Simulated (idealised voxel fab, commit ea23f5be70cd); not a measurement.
You're looking at the process module voxel ribs on slabs.
The width of the displayed cross-section, cut, is 265 nm; its cells are square, with a size of 5 nm.
Think of the cross-section as a grid of square cells. We describe it in bands, top to bottom, and each band covers one or more rows of those cells.
Band: top and bottom heights (nm) first, top before bottom; then materials from left to right, widths in nm. "throughout" marks a sole material filling the band edge to edge. "blank" denotes empty space.
The reference from which all heights are counted is 0, the level beneath which the as-received wafer is entirely one material; the lowest band, having no lower bound, proceeds downward and is written after the example "0..down".
The notation "30 to 40" denotes a width that varies across the rows of cells in the band, beginning at the first number in the top row, finishing at the second number in the bottom row, and changing by an identical amount from each row to the next.
Given "all unchanged" for a step, no cell of the cross-section differs between before and after that step.
"Closed void catalog" means: voids of 8 cells or more that are shut off from the top with no open way through. Written width x height at distance, distance from the left edge, in nm.
Post-settings text on a step line: simulator's own remark regarding the step.
"overlay nm" answers the question of how far to the right of plan the mask lay on a step that has a mask, and when it is negative the answer is to the left.
Process steps - plan
step 1: RECEIVE [material Si]
step 2: DIRECTIONAL_DEP [material SiO2] [thk nm 20]
step 3: DIRECTIONAL_DEP [material SiN] [thk nm 25]
step 4: PATTERN [tone cover] [mask id RIB] [material resist] [width nm 15] [thk nm 15] [overlay nm -15]
step 5: DIRECTIONAL_ETCH [etch materials SiN] [depth nm 15]
step 6: STRIP [etch materials resist]
step 7: MASKED_ETCH [tone cover] [mask id SLAB] [width nm 65] [etch materials SiN] [depth nm 10] [overlay nm 0]
step 8: FILL_DEP [material SiO2] [thk nm 30]
step 9: CMP [height nm 65]
step 10: DIRECTIONAL_DEP [material W] [thk nm 5]
step 11: DIRECTIONAL_DEP [material aC] [thk nm 10]
step 12: PATTERN [tone cover] [mask id HEATER] [material resist] [width nm 25] [thk nm 25] [overlay nm 0]
step 13: DIRECTIONAL_ETCH [etch materials aC] [depth nm 10]
step 14: STRIP [etch materials resist]
step 15: DIRECTIONAL_ETCH [etch materials W] [depth nm 5]
step 16: STRIP [etch materials aC]
step 17: CONFORMAL_DEP [material SiN] [thk nm 10]
The wafers are alike at the start. At step 4, their overlay nm differs. The plan lists the first wafer's value.
first wafer as received, after step 1
    0..down  Si throughout
    Closed void catalog: none
Each row below is a wafer at the end of the module, listing for every material the number of cells it has gained (+) or lost (-) since it was received, followed by its closed voids
overlay nm -15, +145 SiN, +654 SiO2, +5 W, Closed void catalog: none
overlay nm -10, +145 SiN, +654 SiO2, +5 W, Closed void catalog: none
overlay nm -5, +145 SiN, +654 SiO2, +5 W, Closed void catalog: none
overlay nm 0, +145 SiN, +654 SiO2, +5 W, Closed void catalog: none
overlay nm 5, +145 SiN, +654 SiO2, +5 W, Closed void catalog: none
overlay nm 10, +145 SiN, +654 SiO2, +5 W, Closed void catalog: none
overlay nm 15, +145 SiN, +654 SiO2, +5 W, Closed void catalog: none
